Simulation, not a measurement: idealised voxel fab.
This section sets out a process module, namely voxel capacitor over wiring.
The cross-section on display is named cut; it measures 240 nm wide, and its cells are 5 nm squares.
Format of a cross-section: grid, square cells. Given as bands. Order: top down. Band: one or more rows of cells.
A band entry consists of two parts. The first gives the height of the band's top and the height of its bottom, in nm. The rest lists the band's materials from left to right, each with its width in nm. A single material labelled with the word "edge to edge" fills the band from edge to edge, and the word "empty" marks empty space.
Beneath 0, the wafer as received is one material, and that level is where height counting begins. The lowest band goes on downward without a bottom; it is written like "0..down".
Width spec "30 to 40" -> top row of cells at first value, bottom row at second value, equal per-row change in between.
"no change" means the step left every cell of the cross-section as it was.
If an empty space has no open way to the top and is at least 8 cells in size, "Closed void entries" lists it, written width x height at distance, where distance is measured from the left edge and every value is in nm.
Formally, on a step line, whatever follows the settings is a remark that the simulator itself makes on the step.
On any step carrying a mask, the "overlay nm" setting, if present on the step's line, tells how far right of its planned place the mask lay; negative values point to the left.
Every pair from here on: before one process step, after it. The after cross-section reaches only to the lowest band that changed. Below the pair: the step in between and its settings. Pairs can belong to different runs of this module on the same starting wafer; a pair carries on from the pair above only if the entry headed "Ex-ante state" says so.

## Ex-ante state
  0..down: Si edge to edge
  Closed void entries: none

## Post-Step Section View
  15..0: SiO2 edge to edge
  Below a height of 0, the structure has not been altered.
  Closed void entries: none
Between the cross-sections above, the step performed was CONFORMAL_DEP,material SiO2,thk nm 15

Ex-ante state: nothing new to draw here, it's the after view of the pair just above.

## Post-Step Section View
  20..15: SiCN edge to edge
  Below a height of 15, the structure has not been altered.
  Closed void entries: none
Between the cross-sections above, the step performed was CONFORMAL_DEP,material SiCN,thk nm 5

Ex-ante state: nothing new to draw here, it's the after view of the pair just above.

## Post-Step Section View
  35..20: SiO2 edge to edge
  Below a height of 20, the structure has not been altered.
  Closed void entries: none
Between the cross-sections above, the step performed was DIRECTIONAL_DEP,material SiO2,thk nm 15

Ex-ante state: nothing new to draw here, it's the after view of the pair just above.

## Post-Step Section View
  50..35: resist=65 / empty=25 / resist=60 / empty=25 / resist=65
  Below a height of 35, the structure has not been altered.
  Closed void entries: none
Between the cross-sections above, the step performed was PATTERN,tone open,mask id METAL_1,material resist,width nm 25,pitch nm 85,thk nm 15,overlay nm 0

Ex-ante state: nothing new to draw here, it's the after view of the pair just above.

## Post-Step Section View
  50..35: resist=65 / empty=25 / resist=60 / empty=25 / resist=65
  35..20: SiO2=65 / empty=25 / SiO2=60 / empty=25 / SiO2=65
  Below a height of 20, the structure has not been altered.
  Closed void entries: none
Between the cross-sections above, the step performed was DIRECTIONAL_ETCH,etch materials SiO2,depth nm 15

Ex-ante state: nothing new to draw here, it's the after view of the pair just above.

## Post-Step Section View
  50..35: resist=65 / empty=25 / resist=60 / empty=25 / resist=65
  35..20: SiO2=65 / empty=25 / SiO2=60 / empty=25 / SiO2=65
  20..15: SiCN=65 / empty=25 / SiCN=60 / empty=25 / SiCN=65
  Below a height of 15, the structure has not been altered.
  Closed void entries: none
Between the cross-sections above, the step performed was DIRECTIONAL_ETCH,etch materials SiCN,depth nm 5

Ex-ante state: nothing new to draw here, it's the after view of the pair just above.

## Post-Step Section View
  35..20: SiO2=65 / empty=25 / SiO2=60 / empty=25 / SiO2=65
  Below a height of 20, the structure has not been altered.
  Closed void entries: none
Between the cross-sections above, the step performed was STRIP,etch materials resist

Ex-ante state: nothing new to draw here, it's the after view of the pair just above.

## Post-Step Section View
  40..35: TiN=70 / empty=15 / TiN=70 / empty=15 / TiN=70
  35..20: SiO2=65 / TiN=5 / empty=15 / TiN=5 / SiO2=60 / TiN=5 / empty=15 / TiN=5 / SiO2=65
  20..15: SiCN=65 / TiN=25 / SiCN=60 / TiN=25 / SiCN=65
  Below a height of 15, the structure has not been altered.
  Closed void entries: none
Between the cross-sections above, the step performed was CONFORMAL_DEP,material TiN,thk nm 5

Ex-ante state: nothing new to draw here, it's the after view of the pair just above.

## Post-Step Section View
  50..40: Ru edge to edge
  40..35: TiN=70 / Ru=15 / TiN=70 / Ru=15 / TiN=70
  35..20: SiO2=65 / TiN=5 / Ru=15 / TiN=5 / SiO2=60 / TiN=5 / Ru=15 / TiN=5 / SiO2=65
  Below a height of 20, the structure has not been altered.
  Closed void entries: none
Between the cross-sections above, the step performed was FILL_DEP,material Ru,thk nm 10

Ex-ante state: nothing new to draw here, it's the after view of the pair just above.

## Post-Step Section View
  35..20: SiO2=65 / TiN=5 / Ru=15 / TiN=5 / SiO2=60 / TiN=5 / Ru=15 / TiN=5 / SiO2=65
  Below a height of 20, the structure has not been altered.
  Closed void entries: none
Between the cross-sections above, the step performed was CMP,height nm 35

Ex-ante state: nothing new to draw here, it's the after view of the pair just above.

## Post-Step Section View
  40..35: SiCN edge to edge
  Below a height of 35, the structure has not been altered.
  Closed void entries: none
Between the cross-sections above, the step performed was CONFORMAL_DEP,material SiCN,thk nm 5

Ex-ante state: nothing new to draw here, it's the after view of the pair just above.

## Post-Step Section View
  50..40: lowk edge to edge
  Below a height of 40, the structure has not been altered.
  Closed void entries: none
Between the cross-sections above, the step performed was DIRECTIONAL_DEP,material lowk,thk nm 10

Ex-ante state: nothing new to draw here, it's the after view of the pair just above.

## Post-Step Section View
  70..50: resist=75 / empty=15 / resist=150
  Below a height of 50, the structure has not been altered.
  Closed void entries: none
Between the cross-sections above, the step performed was PATTERN,tone open,mask id PLUG_1,material resist,width nm 15,thk nm 20,overlay nm 0

Ex-ante state: nothing new to draw here, it's the after view of the pair just above.

## Post-Step Section View
  70..50: resist=75 / empty=15 / resist=150
  50..40: lowk=75 / empty=15 / lowk=150
  Below a height of 40, the structure has not been altered.
  Closed void entries: none
Between the cross-sections above, the step performed was DIRECTIONAL_ETCH,etch materials lowk,depth nm 10

Ex-ante state: nothing new to draw here, it's the after view of the pair just above.

## Post-Step Section View
  70..50: resist=75 / empty=15 / resist=150
  50..40: lowk=75 / empty=15 / lowk=150
  40..35: SiCN=75 / empty=15 / SiCN=150
  Below a height of 35, the structure has not been altered.
  Closed void entries: none
Between the cross-sections above, the step performed was DIRECTIONAL_ETCH,etch materials SiCN,depth nm 5

Ex-ante state: nothing new to draw here, it's the after view of the pair just above.

## Post-Step Section View
  50..40: lowk=75 / empty=15 / lowk=150
  Below a height of 40, the structure has not been altered.
  Closed void entries: none
Between the cross-sections above, the step performed was STRIP,etch materials resist

Ex-ante state: nothing new to draw here, it's the after view of the pair just above.

## Post-Step Section View
  50..45: lowk=75 / empty=15 / lowk=150
  45..40: lowk=75 / Ru=15 / lowk=150
  40..35: SiCN=75 / Ru=15 / SiCN=150
  Below a height of 35, the structure has not been altered.
  Closed void entries: none
Between the cross-sections above, the step performed was EPI,material Ru,thk nm 10

Ex-ante state: nothing new to draw here, it's the after view of the pair just above.

## Post-Step Section View
  50..40: lowk=75 / Ru=15 / lowk=150
  Below a height of 40, the structure has not been altered.
  Closed void entries: none
Between the cross-sections above, the step performed was EPI,material Ru,thk nm 5

Ex-ante state: nothing new to draw here, it's the after view of the pair just above.

## Post-Step Section View
  55..50: TiN edge to edge
  Below a height of 50, the structure has not been altered.
  Closed void entries: none
Between the cross-sections above, the step performed was DIRECTIONAL_DEP,material TiN,thk nm 5

Ex-ante state: nothing new to draw here, it's the after view of the pair just above.

## Post-Step Section View
  60..55: Al2O3 edge to edge
  Below a height of 55, the structure has not been altered.
  Closed void entries: none
Between the cross-sections above, the step performed was DIRECTIONAL_DEP,material Al2O3,thk nm 5

Ex-ante state: nothing new to draw here, it's the after view of the pair just above.

## Post-Step Section View
  65..60: TiN edge to edge
  Below a height of 60, the structure has not been altered.
  Closed void entries: none
Between the cross-sections above, the step performed was DIRECTIONAL_DEP,material TiN,thk nm 5

Ex-ante state: nothing new to draw here, it's the after view of the pair just above.

## Post-Step Section View
  80..65: aC edge to edge
  Below a height of 65, the structure has not been altered.
  Closed void entries: none
Between the cross-sections above, the step performed was DIRECTIONAL_DEP,material aC,thk nm 15

Ex-ante state: nothing new to draw here, it's the after view of the pair just above.

## Post-Step Section View
  110..80: empty=75 / resist=65 / empty=100
  Below a height of 80, the structure has not been altered.
  Closed void entries: none
Between the cross-sections above, the step performed was PATTERN,tone cover,mask id UPPER_PLATE,material resist,width nm 65,thk nm 30,overlay nm 0

Ex-ante state: nothing new to draw here, it's the after view of the pair just above.

## Post-Step Section View
  95..80: empty=75 / resist=65 / empty=100
  80..65: empty=75 / aC=65 / empty=100
  Below a height of 65, the structure has not been altered.
  Closed void entries: none
Between the cross-sections above, the step performed was DIRECTIONAL_ETCH,etch materials aC,depth nm 15

Ex-ante state: nothing new to draw here, it's the after view of the pair just above.

## Post-Step Section View
  80..65: empty=75 / aC=65 / empty=100
  Below a height of 65, the structure has not been altered.
  Closed void entries: none
Between the cross-sections above, the step performed was STRIP,etch materials resist

Ex-ante state: nothing new to draw here, it's the after view of the pair just above.

## Post-Step Section View
  80..65: empty=75 / aC=65 / empty=100
  65..60: empty=75 / TiN=65 / empty=100
  Below a height of 60, the structure has not been altered.
  Closed void entries: none
Between the cross-sections above, the step performed was DIRECTIONAL_ETCH,etch materials TiN,depth nm 5

Ex-ante state: nothing new to draw here, it's the after view of the pair just above.

## Post-Step Section View
  80..65: empty=75 / aC=65 / empty=100
  65..60: empty=75 / TiN=65 / empty=100
  60..55: empty=75 / Al2O3=65 / empty=100
  Below a height of 55, the structure has not been altered.
  Closed void entries: none
Between the cross-sections above, the step performed was DIRECTIONAL_ETCH,etch materials Al2O3,depth nm 5

Ex-ante state: nothing new to draw here, it's the after view of the pair just above.

## Post-Step Section View
  65..60: empty=75 / TiN=65 / empty=100
  Below a height of 60, the structure has not been altered.
  Closed void entries: none
Between the cross-sections above, the step performed was STRIP,etch materials aC

Ex-ante state: nothing new to draw here, it's the after view of the pair just above.

## Post-Step Section View
  85..65: empty=70 / resist=75 / empty=95
  65..60: empty=70 / resist=5 / TiN=65 / resist=5 / empty=95
  60..55: empty=70 / resist=5 / Al2O3=65 / resist=5 / empty=95
  Below a height of 55, the structure has not been altered.
  Closed void entries: none
Between the cross-sections above, the step performed was PATTERN,tone cover,mask id LOWER_PLATE,material resist,width nm 75,thk nm 20,overlay nm 0

Ex-ante state: nothing new to draw here, it's the after view of the pair just above.

## Post-Step Section View
  85..65: empty=70 / resist=75 / empty=95
  65..60: empty=70 / resist=5 / TiN=65 / resist=5 / empty=95
  60..55: empty=70 / resist=5 / Al2O3=65 / resist=5 / empty=95
  55..50: empty=70 / TiN=75 / empty=95
  Below a height of 50, the structure has not been altered.
  Closed void entries: none
Between the cross-sections above, the step performed was DIRECTIONAL_ETCH,etch materials TiN,depth nm 5

Ex-ante state: nothing new to draw here, it's the after view of the pair just above.

## Post-Step Section View
  65..60: empty=75 / TiN=65 / empty=100
  60..55: empty=75 / Al2O3=65 / empty=100
  Below a height of 55, the structure has not been altered.
  Closed void entries: none
Between the cross-sections above, the step performed was STRIP,etch materials resist

Ex-ante state: nothing new to draw here, it's the after view of the pair just above.

## Post-Step Section View
  80..65: SiO2 edge to edge
  65..60: SiO2=75 / TiN=65 / SiO2=100
  60..55: SiO2=75 / Al2O3=65 / SiO2=100
  55..50: SiO2=70 / TiN=75 / SiO2=95
  Below a height of 50, the structure has not been altered.
  Closed void entries: none
Between the cross-sections above, the step performed was FILL_DEP,material SiO2,thk nm 15

Ex-ante state: nothing new to draw here, it's the after view of the pair just above.

## Post-Step Section View
  75..65: SiO2 edge to edge
  Below a height of 65, the structure has not been altered.
  Closed void entries: none
Between the cross-sections above, the step performed was CMP,height nm 75

Ex-ante state: nothing new to draw here, it's the after view of the pair just above.

## Post-Step Section View
  90..75: aC edge to edge
  Below a height of 75, the structure has not been altered.
  Closed void entries: none
Between the cross-sections above, the step performed was DIRECTIONAL_DEP,material aC,thk nm 15

Ex-ante state: nothing new to draw here, it's the after view of the pair just above.

## Post-Step Section View
  125..90: resist=85 / empty=15 / resist=140
  Below a height of 90, the structure has not been altered.
  Closed void entries: none
Between the cross-sections above, the step performed was PATTERN,tone open,mask id PLUG_2,material resist,width nm 15,thk nm 35,overlay nm 0

Ex-ante state: nothing new to draw here, it's the after view of the pair just above.

## Post-Step Section View
  110..90: resist=85 / empty=15 / resist=140
  90..75: aC=85 / empty=15 / aC=140
  Below a height of 75, the structure has not been altered.
  Closed void entries: none
Between the cross-sections above, the step performed was DIRECTIONAL_ETCH,etch materials aC,depth nm 15

Ex-ante state: nothing new to draw here, it's the after view of the pair just above.

## Post-Step Section View
  90..75: aC=85 / empty=15 / aC=140
  Below a height of 75, the structure has not been altered.
  Closed void entries: none
Between the cross-sections above, the step performed was STRIP,etch materials resist

Ex-ante state: nothing new to draw here, it's the after view of the pair just above.

## Post-Step Section View
  90..75: aC=85 / empty=15 / aC=140
  75..65: SiO2=85 / empty=15 / SiO2=140
  Below a height of 65, the structure has not been altered.
  Closed void entries: none
Between the cross-sections above, the step performed was DIRECTIONAL_ETCH,etch materials SiO2,depth nm 10

Ex-ante state: nothing new to draw here, it's the after view of the pair just above.

## Post-Step Section View
  75..65: SiO2=85 / empty=15 / SiO2=140
  Below a height of 65, the structure has not been altered.
  Closed void entries: none
Between the cross-sections above, the step performed was STRIP,etch materials aC

Ex-ante state: nothing new to draw here, it's the after view of the pair just above.

## Post-Step Section View
  80..75: TiN=90 / empty=5 / TiN=145
  75..70: SiO2=85 / TiN=5 / empty=5 / TiN=5 / SiO2=140
  70..60: SiO2=85 to 75 / TiN=15 to 65 / SiO2=140 to 100
  Below a height of 60, the structure has not been altered.
  Closed void entries: none
Between the cross-sections above, the step performed was CONFORMAL_DEP,material TiN,thk nm 5

Ex-ante state: nothing new to draw here, it's the after view of the pair just above.

## Post-Step Section View
  85..80: W edge to edge
  80..75: TiN=90 / W=5 / TiN=145
  75..70: SiO2=85 / TiN=5 / W=5 / TiN=5 / SiO2=140
  Below a height of 70, the structure has not been altered.
  Closed void entries: none
Between the cross-sections above, the step performed was FILL_DEP,material W,thk nm 5

Ex-ante state: nothing new to draw here, it's the after view of the pair just above.

## Post-Step Section View
  75..70: SiO2=85 / TiN=5 / W=5 / TiN=5 / SiO2=140
  Below a height of 70, the structure has not been altered.
  Closed void entries: none
Between the cross-sections above, the step performed was CMP,height nm 75

Ex-ante state: nothing new to draw here, it's the after view of the pair just above.

## Post-Step Section View
  80..75: SiCN edge to edge
  Below a height of 75, the structure has not been altered.
  Closed void entries: none
Between the cross-sections above, the step performed was CONFORMAL_DEP,material SiCN,thk nm 5

## Ex-ante state
  60..55: Al2O3 edge to edge
  55..50: TiN edge to edge
  50..40: lowk=75 / Ru=15 / lowk=150
  40..35: SiCN=75 / Ru=15 / SiCN=150
  35..20: SiO2=65 / TiN=5 / Ru=15 / TiN=5 / SiO2=60 / TiN=5 / Ru=15 / TiN=5 / SiO2=65
  20..15: SiCN=65 / TiN=25 / SiCN=60 / TiN=25 / SiCN=65
  15..0: SiO2 edge to edge
  0..down: Si edge to edge
  Closed void entries: none

## Post-Step Section View
  75..60: aC edge to edge
  Below a height of 60, the structure has not been altered.
  Closed void entries: none
Between the cross-sections above, the step performed was DIRECTIONAL_DEP,material aC,thk nm 15

Ex-ante state: nothing new to draw here, it's the after view of the pair just above.

## Post-Step Section View
  105..75: empty=75 / resist=65 / empty=100
  Below a height of 75, the structure has not been altered.
  Closed void entries: none
Between the cross-sections above, the step performed was PATTERN,tone cover,mask id UPPER_PLATE,material resist,width nm 65,thk nm 30,overlay nm 0

Ex-ante state: nothing new to draw here, it's the after view of the pair just above.

## Post-Step Section View
  90..75: empty=75 / resist=65 / empty=100
  75..60: empty=75 / aC=65 / empty=100
  Below a height of 60, the structure has not been altered.
  Closed void entries: none
Between the cross-sections above, the step performed was DIRECTIONAL_ETCH,etch materials aC,depth nm 15

Ex-ante state: nothing new to draw here, it's the after view of the pair just above.

## Post-Step Section View
  75..60: empty=75 / aC=65 / empty=100
  Below a height of 60, the structure has not been altered.
  Closed void entries: none
Between the cross-sections above, the step performed was STRIP,etch materials resist

Ex-ante state: nothing new to draw here, it's the after view of the pair just above.

## Post-Step Section View
  75..60: empty=75 / aC=65 / empty=100
  60..55: empty=75 / Al2O3=65 / empty=100
  Below a height of 55, the structure has not been altered.
  Closed void entries: none
Between the cross-sections above, the step performed was DIRECTIONAL_ETCH,etch materials Al2O3,depth nm 5

Ex-ante state: nothing new to draw here, it's the after view of the pair just above.

## Post-Step Section View
  60..55: empty=75 / Al2O3=65 / empty=100
  Below a height of 55, the structure has not been altered.
  Closed void entries: none
Between the cross-sections above, the step performed was STRIP,etch materials aC

Ex-ante state: nothing new to draw here, it's the after view of the pair just above.

## Post-Step Section View
  80..60: empty=70 / resist=75 / empty=95
  60..55: empty=70 / resist=5 / Al2O3=65 / resist=5 / empty=95
  Below a height of 55, the structure has not been altered.
  Closed void entries: none
Between the cross-sections above, the step performed was PATTERN,tone cover,mask id LOWER_PLATE,material resist,width nm 75,thk nm 20,overlay nm 0

Ex-ante state: nothing new to draw here, it's the after view of the pair just above.

## Post-Step Section View
  80..60: empty=70 / resist=75 / empty=95
  60..55: empty=70 / resist=5 / Al2O3=65 / resist=5 / empty=95
  55..50: empty=70 / TiN=75 / empty=95
  Below a height of 50, the structure has not been altered.
  Closed void entries: none
Between the cross-sections above, the step performed was DIRECTIONAL_ETCH,etch materials TiN,depth nm 5

Ex-ante state: nothing new to draw here, it's the after view of the pair just above.

## Post-Step Section View
  60..55: empty=75 / Al2O3=65 / empty=100
  Below a height of 55, the structure has not been altered.
  Closed void entries: none
Between the cross-sections above, the step performed was STRIP,etch materials resist

Ex-ante state: nothing new to draw here, it's the after view of the pair just above.

## Post-Step Section View
  75..60: SiO2 edge to edge
  60..55: SiO2=75 / Al2O3=65 / SiO2=100
  55..50: SiO2=70 / TiN=75 / SiO2=95
  Below a height of 50, the structure has not been altered.
  Closed void entries: none
Between the cross-sections above, the step performed was FILL_DEP,material SiO2,thk nm 15

Ex-ante state: nothing new to draw here, it's the after view of the pair just above.

## Post-Step Section View
  90..75: aC edge to edge
  Below a height of 75, the structure has not been altered.
  Closed void entries: none
Between the cross-sections above, the step performed was DIRECTIONAL_DEP,material aC,thk nm 15

Ex-ante state: nothing new to draw here, it's the after view of the pair just above.

## Post-Step Section View
  125..90: resist=85 / empty=15 / resist=140
  Below a height of 90, the structure has not been altered.
  Closed void entries: none
Between the cross-sections above, the step performed was PATTERN,tone open,mask id PLUG_2,material resist,width nm 15,thk nm 35,overlay nm 0

Ex-ante state: nothing new to draw here, it's the after view of the pair just above.

## Post-Step Section View
  110..90: resist=85 / empty=15 / resist=140
  90..75: aC=85 / empty=15 / aC=140
  Below a height of 75, the structure has not been altered.
  Closed void entries: none
Between the cross-sections above, the step performed was DIRECTIONAL_ETCH,etch materials aC,depth nm 15

Ex-ante state: nothing new to draw here, it's the after view of the pair just above.

## Post-Step Section View
  90..75: aC=85 / empty=15 / aC=140
  Below a height of 75, the structure has not been altered.
  Closed void entries: none
Between the cross-sections above, the step performed was STRIP,etch materials resist

Ex-ante state: nothing new to draw here, it's the after view of the pair just above.

## Post-Step Section View
  90..75: aC=85 / empty=15 / aC=140
  75..65: SiO2=85 / empty=15 / SiO2=140
  Below a height of 65, the structure has not been altered.
  Closed void entries: none
Between the cross-sections above, the step performed was DIRECTIONAL_ETCH,etch materials SiO2,depth nm 10

Ex-ante state: nothing new to draw here, it's the after view of the pair just above.

## Post-Step Section View
  75..65: SiO2=85 / empty=15 / SiO2=140
  Below a height of 65, the structure has not been altered.
  Closed void entries: none
Between the cross-sections above, the step performed was STRIP,etch materials aC

Ex-ante state: nothing new to draw here, it's the after view of the pair just above.

## Post-Step Section View
  80..75: TiN=90 / empty=5 / TiN=145
  75..70: SiO2=85 / TiN=5 / empty=5 / TiN=5 / SiO2=140
  70..65: SiO2=85 / TiN=15 / SiO2=140
  Below a height of 65, the structure has not been altered.
  Closed void entries: none
Between the cross-sections above, the step performed was CONFORMAL_DEP,material TiN,thk nm 5

Ex-ante state: nothing new to draw here, it's the after view of the pair just above.

## Post-Step Section View
  85..80: W edge to edge
  80..75: TiN=90 / W=5 / TiN=145
  75..70: SiO2=85 / TiN=5 / W=5 / TiN=5 / SiO2=140
  Below a height of 70, the structure has not been altered.
  Closed void entries: none
Between the cross-sections above, the step performed was FILL_DEP,material W,thk nm 5

Ex-ante state: nothing new to draw here, it's the after view of the pair just above.

## Post-Step Section View
  75..70: SiO2=85 / TiN=5 / W=5 / TiN=5 / SiO2=140
  Below a height of 70, the structure has not been altered.
  Closed void entries: none
Between the cross-sections above, the step performed was CMP,height nm 75

Ex-ante state: nothing new to draw here, it's the after view of the pair just above.

## Post-Step Section View
  80..75: SiCN edge to edge
  Below a height of 75, the structure has not been altered.
  Closed void entries: none
Between the cross-sections above, the step performed was CONFORMAL_DEP,material SiCN,thk nm 5

## Ex-ante state
  50..45: lowk=75 / empty=15 / lowk=150
  45..40: lowk=75 / Ru=15 / lowk=150
  40..35: SiCN=75 / Ru=15 / SiCN=150
  35..20: SiO2=65 / TiN=5 / Ru=15 / TiN=5 / SiO2=60 / TiN=5 / Ru=15 / TiN=5 / SiO2=65
  20..15: SiCN=65 / TiN=25 / SiCN=60 / TiN=25 / SiCN=65
  15..0: SiO2 edge to edge
  0..down: Si edge to edge
  Closed void entries: none

## Post-Step Section View
  55..50: empty=70 / Ru=25 / empty=145
  50..40: lowk=75 / Ru=15 / lowk=150
  Below a height of 40, the structure has not been altered.
  Closed void entries: none
Between the cross-sections above, the step performed was EPI,material Ru,thk nm 10

Ex-ante state: nothing new to draw here, it's the after view of the pair just above.

## Post-Step Section View
  60..50: empty=65 / Ru=35 / empty=140
  Below a height of 50, the structure has not been altered.
  Closed void entries: none
Between the cross-sections above, the step performed was EPI,material Ru,thk nm 5

Ex-ante state: nothing new to draw here, it's the after view of the pair just above.

## Post-Step Section View
  65..60: empty=65 / TiN=35 / empty=140
  60..55: empty=65 / Ru=35 / empty=140
  55..50: TiN=65 / Ru=35 / TiN=140
  Below a height of 50, the structure has not been altered.
  Closed void entries: none
Between the cross-sections above, the step performed was DIRECTIONAL_DEP,material TiN,thk nm 5

Ex-ante state: nothing new to draw here, it's the after view of the pair just above.

## Post-Step Section View
  70..65: empty=65 / Al2O3=35 / empty=140
  65..60: empty=65 / TiN=35 / empty=140
  60..55: Al2O3=65 / Ru=35 / Al2O3=140
  Below a height of 55, the structure has not been altered.
  Closed void entries: none
Between the cross-sections above, the step performed was DIRECTIONAL_DEP,material Al2O3,thk nm 5

Ex-ante state: nothing new to draw here, it's the after view of the pair just above.

## Post-Step Section View
  75..70: empty=65 / TiN=35 / empty=140
  70..65: empty=65 / Al2O3=35 / empty=140
  65..60: TiN edge to edge
  Below a height of 60, the structure has not been altered.
  Closed void entries: none
Between the cross-sections above, the step performed was DIRECTIONAL_DEP,material TiN,thk nm 5

Ex-ante state: nothing new to draw here, it's the after view of the pair just above.

## Post-Step Section View
  90..80: empty=65 / aC=35 / empty=140
  80..75: aC edge to edge
  75..70: aC=65 / TiN=35 / aC=140
  70..65: aC=65 / Al2O3=35 / aC=140
  Below a height of 65, the structure has not been altered.
  Closed void entries: none
Between the cross-sections above, the step performed was DIRECTIONAL_DEP,material aC,thk nm 15

Ex-ante state: nothing new to draw here, it's the after view of the pair just above.

## Post-Step Section View
  120..90: empty=75 / resist=65 / empty=100
  90..80: empty=65 / aC=35 / resist=40 / empty=100
  Below a height of 80, the structure has not been altered.
  Closed void entries: none
Between the cross-sections above, the step performed was PATTERN,tone cover,mask id UPPER_PLATE,material resist,width nm 65,thk nm 30,overlay nm 0

Ex-ante state: nothing new to draw here, it's the after view of the pair just above.

## Post-Step Section View
  105..90: empty=75 / resist=65 / empty=100
  90..80: empty=75 / aC=25 / resist=40 / empty=100
  80..75: empty=75 / aC=65 / empty=100
  75..70: empty=65 / TiN=35 / aC=40 / empty=100
  70..65: empty=65 / Al2O3=35 / aC=40 / empty=100
  Below a height of 65, the structure has not been altered.
  Closed void entries: none
Between the cross-sections above, the step performed was DIRECTIONAL_ETCH,etch materials aC,depth nm 15

Ex-ante state: nothing new to draw here, it's the after view of the pair just above.

## Post-Step Section View
  90..80: empty=75 / aC=25 / empty=140
  Below a height of 80, the structure has not been altered.
  Closed void entries: none
Between the cross-sections above, the step performed was STRIP,etch materials resist

Ex-ante state: nothing new to draw here, it's the after view of the pair just above.

## Post-Step Section View
  90..80: empty=75 / aC=25 / empty=140
  80..75: empty=75 / aC=65 / empty=100
  75..70: empty=75 / TiN=25 / aC=40 / empty=100
  70..65: empty=65 / Al2O3=35 / aC=40 / empty=100
  65..60: empty=65 / TiN=75 / empty=100
  Below a height of 60, the structure has not been altered.
  Closed void entries: none
Between the cross-sections above, the step performed was DIRECTIONAL_ETCH,etch materials TiN,depth nm 5

Ex-ante state: nothing new to draw here, it's the after view of the pair just above.

## Post-Step Section View
  90..80: empty=75 / aC=25 / empty=140
  80..75: empty=75 / aC=65 / empty=100
  75..70: empty=75 / TiN=25 / aC=40 / empty=100
  70..65: empty=75 / Al2O3=25 / aC=40 / empty=100
  65..60: empty=65 / TiN=75 / empty=100
  60..55: empty=65 / Ru=35 / Al2O3=40 / empty=100
  Below a height of 55, the structure has not been altered.
  Closed void entries: none
Between the cross-sections above, the step performed was DIRECTIONAL_ETCH,etch materials Al2O3,depth nm 5

Ex-ante state: nothing new to draw here, it's the after view of the pair just above.

## Post-Step Section View
  75..70: empty=75 / TiN=25 / empty=140
  70..65: empty=75 / Al2O3=25 / empty=140
  Below a height of 65, the structure has not been altered.
  Closed void entries: none
Between the cross-sections above, the step performed was STRIP,etch materials aC

Ex-ante state: nothing new to draw here, it's the after view of the pair just above.

## Post-Step Section View
  95..75: empty=70 / resist=75 / empty=95
  75..70: empty=70 / resist=5 / TiN=25 / resist=45 / empty=95
  70..65: empty=70 / resist=5 / Al2O3=25 / resist=45 / empty=95
  65..60: empty=65 / TiN=75 / resist=5 / empty=95
  60..55: empty=65 / Ru=35 / Al2O3=40 / resist=5 / empty=95
  Below a height of 55, the structure has not been altered.
  Closed void entries: none
Between the cross-sections above, the step performed was PATTERN,tone cover,mask id LOWER_PLATE,material resist,width nm 75,thk nm 20,overlay nm 0

Ex-ante state: nothing new to draw here, it's the after view of the pair just above.

## Post-Step Section View
  95..75: empty=70 / resist=75 / empty=95
  75..70: empty=70 / resist=5 / TiN=25 / resist=45 / empty=95
  70..65: empty=70 / resist=5 / Al2O3=25 / resist=45 / empty=95
  65..60: empty=70 / TiN=70 / resist=5 / empty=95
  60..55: empty=65 / Ru=35 / Al2O3=40 / resist=5 / empty=95
  55..50: empty=65 / Ru=35 / TiN=45 / empty=95
  Below a height of 50, the structure has not been altered.
  Closed void entries: none
Between the cross-sections above, the step performed was DIRECTIONAL_ETCH,etch materials TiN,depth nm 5

Ex-ante state: nothing new to draw here, it's the after view of the pair just above.

## Post-Step Section View
  75..70: empty=75 / TiN=25 / empty=140
  70..65: empty=75 / Al2O3=25 / empty=140
  65..60: empty=70 / TiN=70 / empty=100
  60..55: empty=65 / Ru=35 / Al2O3=40 / empty=100
  Below a height of 55, the structure has not been altered.
  Closed void entries: none
Between the cross-sections above, the step performed was STRIP,etch materials resist

Ex-ante state: nothing new to draw here, it's the after view of the pair just above.

## Post-Step Section View
  90..75: SiO2 edge to edge
  75..70: SiO2=75 / TiN=25 / SiO2=140
  70..65: SiO2=75 / Al2O3=25 / SiO2=140
  65..60: SiO2=70 / TiN=70 / SiO2=100
  60..55: SiO2=65 / Ru=35 / Al2O3=40 / SiO2=100
  55..50: SiO2=65 / Ru=35 / TiN=45 / SiO2=95
  Below a height of 50, the structure has not been altered.
  Closed void entries: none
Between the cross-sections above, the step performed was FILL_DEP,material SiO2,thk nm 15

Ex-ante state: nothing new to draw here, it's the after view of the pair just above.

## Post-Step Section View
  75..70: SiO2=75 / TiN=25 / SiO2=140
  Below a height of 70, the structure has not been altered.
  Closed void entries: none
Between the cross-sections above, the step performed was CMP,height nm 75

Ex-ante state: nothing new to draw here, it's the after view of the pair just above.

## Post-Step Section View
  90..75: aC edge to edge
  Below a height of 75, the structure has not been altered.
  Closed void entries: none
Between the cross-sections above, the step performed was DIRECTIONAL_DEP,material aC,thk nm 15

Ex-ante state: nothing new to draw here, it's the after view of the pair just above.

## Post-Step Section View
  125..90: resist=85 / empty=15 / resist=140
  Below a height of 90, the structure has not been altered.
  Closed void entries: none
Between the cross-sections above, the step performed was PATTERN,tone open,mask id PLUG_2,material resist,width nm 15,thk nm 35,overlay nm 0

Ex-ante state: nothing new to draw here, it's the after view of the pair just above.

## Post-Step Section View
  110..90: resist=85 / empty=15 / resist=140
  90..75: aC=85 / empty=15 / aC=140
  Below a height of 75, the structure has not been altered.
  Closed void entries: none
Between the cross-sections above, the step performed was DIRECTIONAL_ETCH,etch materials aC,depth nm 15

Ex-ante state: nothing new to draw here, it's the after view of the pair just above.

## Post-Step Section View
  90..75: aC=85 / empty=15 / aC=140
  Below a height of 75, the structure has not been altered.
  Closed void entries: none
Between the cross-sections above, the step performed was STRIP,etch materials resist

Ex-ante state: nothing new to draw here, it's the after view of the pair just above.

## Post-Step Section View
  75..70: SiO2=75 / TiN=25 / SiO2=140
  Below a height of 70, the structure has not been altered.
  Closed void entries: none
Between the cross-sections above, the step performed was STRIP,etch materials aC

Ex-ante state: nothing new to draw here, it's the after view of the pair just above.

## Post-Step Section View
  80..75: TiN edge to edge
  Below a height of 75, the structure has not been altered.
  Closed void entries: none
Between the cross-sections above, the step performed was CONFORMAL_DEP,material TiN,thk nm 5

Ex-ante state: nothing new to draw here, it's the after view of the pair just above.

## Post-Step Section View
  85..80: W edge to edge
  Below a height of 80, the structure has not been altered.
  Closed void entries: none
Between the cross-sections above, the step performed was FILL_DEP,material W,thk nm 5

Ex-ante state: nothing new to draw here, it's the after view of the pair just above.

## Post-Step Section View
  75..70: SiO2=75 / TiN=25 / SiO2=140
  Below a height of 70, the structure has not been altered.
  Closed void entries: none
Between the cross-sections above, the step performed was CMP,height nm 75
